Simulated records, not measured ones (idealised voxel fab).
This is a process module. Its name is voxel trench capacitor.
Cross-section cut spans 295 nm and uses square cells 5 nm in size.
How to read a cross-section here: the picture is a grid of square cells, written as bands going from the top down, and any band can span one or more rows of cells. What a band's entry tells you: where the top is and where the bottom is, as heights in nm, and after that what lies inside, material by material from left to right, each with its width in nm. Empty space is written as the word "air", and a single material marked with the word "edge to edge" occupies the band from edge to edge. It should be noted that heights are counted from 0, beneath which the wafer as supplied is of one material throughout, and that the lowest band possesses no lower boundary but continues downward, as written in "0 nm and below". It should be noted that a width expressed as "30..40" varies in equal increments from row to row of cells within the band, taking the value of the first number at the top row and that of the second number at the bottom row. What does "no modifications" mean for a step? It means no cell of the cross-section changed in that step. Under "Enclosed void inventory" you'll find the enclosed gaps, the ones with no way out to the top, that are 8 cells or bigger; each reads width x height at distance, with distance counted from the left edge, everything in nm. It should be noted that, on the line of a given step, the content following the step's settings is a remark produced by the simulator itself with respect to that step. Among the settings permitted on a step's line is "overlay nm"; applied to a step with a mask, it specifies the extent to which the mask lay to the right of its planned position, whereas a negative figure signifies a position to the left.

## Listed below are the process steps as planned
- 1: RECEIVE with material Si
- 2: CONFORMAL_DEP with material SiN, thk nm 10
- 3: DIRECTIONAL_DEP with material aC, thk nm 10
- 4: PATTERN with tone open, mask id TRENCH, material resist, width nm 20, pitch nm 50, thk nm 30, overlay nm 0
- 5: DIRECTIONAL_ETCH with etch materials aC, depth nm 10
- 6: STRIP with etch materials resist
- 7: DIRECTIONAL_ETCH with etch materials SiN, depth nm 10
- 8: DIRECTIONAL_ETCH with etch materials Si, depth nm 35
- 9: STRIP with etch materials aC
- 10: CONFORMAL_DEP with material Al2O3, thk nm 5
- 11: FILL_DEP with material polySi, thk nm 5
- 12: CMP with height nm 10

## Incoming wafer, cross-sectional view, post step 1
  0 nm and below = Si edge to edge
  Enclosed void inventory: none

## First of two wafers, end-of-module section, run followed plan
  10 nm to 0 nm = 60 nm SiN, then 5 nm Al2O3, then 10 nm polySi, then 5 nm Al2O3, then 30 nm SiN, then 5 nm Al2O3, then 10 nm polySi, then 5 nm Al2O3, then 30 nm SiN, then 5 nm Al2O3, then 10 nm polySi, then 5 nm Al2O3, then 30 nm SiN, then 5 nm Al2O3, then 10 nm polySi, then 5 nm Al2O3, then 65 nm SiN
  0 nm to -30 nm = 60 nm Si, then 5 nm Al2O3, then 10 nm polySi, then 5 nm Al2O3, then 30 nm Si, then 5 nm Al2O3, then 10 nm polySi, then 5 nm Al2O3, then 30 nm Si, then 5 nm Al2O3, then 10 nm polySi, then 5 nm Al2O3, then 30 nm Si, then 5 nm Al2O3, then 10 nm polySi, then 5 nm Al2O3, then 65 nm Si
  -30 nm to -35 nm = 60 nm Si, then 20 nm Al2O3, then 30 nm Si, then 20 nm Al2O3, then 30 nm Si, then 20 nm Al2O3, then 30 nm Si, then 20 nm Al2O3, then 65 nm Si
  -35 nm and below = Si edge to edge
  Enclosed void inventory: none

## Cross-sectional view of the second of two wafers upon completion of the module. This wafer shared its starting condition and process plan with the first; one error was made during its execution
  10 nm to 0 nm = 60 nm SiN, then 5 nm Al2O3, then 10 nm polySi, then 5 nm Al2O3, then 30 nm SiN, then 5 nm Al2O3, then 10 nm polySi, then 5 nm Al2O3, then 30 nm SiN, then 5 nm Al2O3, then 10 nm polySi, then 5 nm Al2O3, then 30 nm SiN, then 5 nm Al2O3, then 10 nm polySi, then 5 nm Al2O3, then 65 nm SiN
  0 nm to -65 nm = 60 nm Si, then 5 nm Al2O3, then 10 nm polySi, then 5 nm Al2O3, then 30 nm Si, then 5 nm Al2O3, then 10 nm polySi, then 5 nm Al2O3, then 30 nm Si, then 5 nm Al2O3, then 10 nm polySi, then 5 nm Al2O3, then 30 nm Si, then 5 nm Al2O3, then 10 nm polySi, then 5 nm Al2O3, then 65 nm Si
  -65 nm to -70 nm = 60 nm Si, then 20 nm Al2O3, then 30 nm Si, then 20 nm Al2O3, then 30 nm Si, then 20 nm Al2O3, then 30 nm Si, then 20 nm Al2O3, then 65 nm Si
  -70 nm and below = Si edge to edge
  Enclosed void inventory: none
The plan and the run diverged here: step 8 of the plan was performed twice
FYI, end of process, the second wafer has more or fewer cells of some materials than the first: Al2O3 +56 | Si -112 | polySi +56
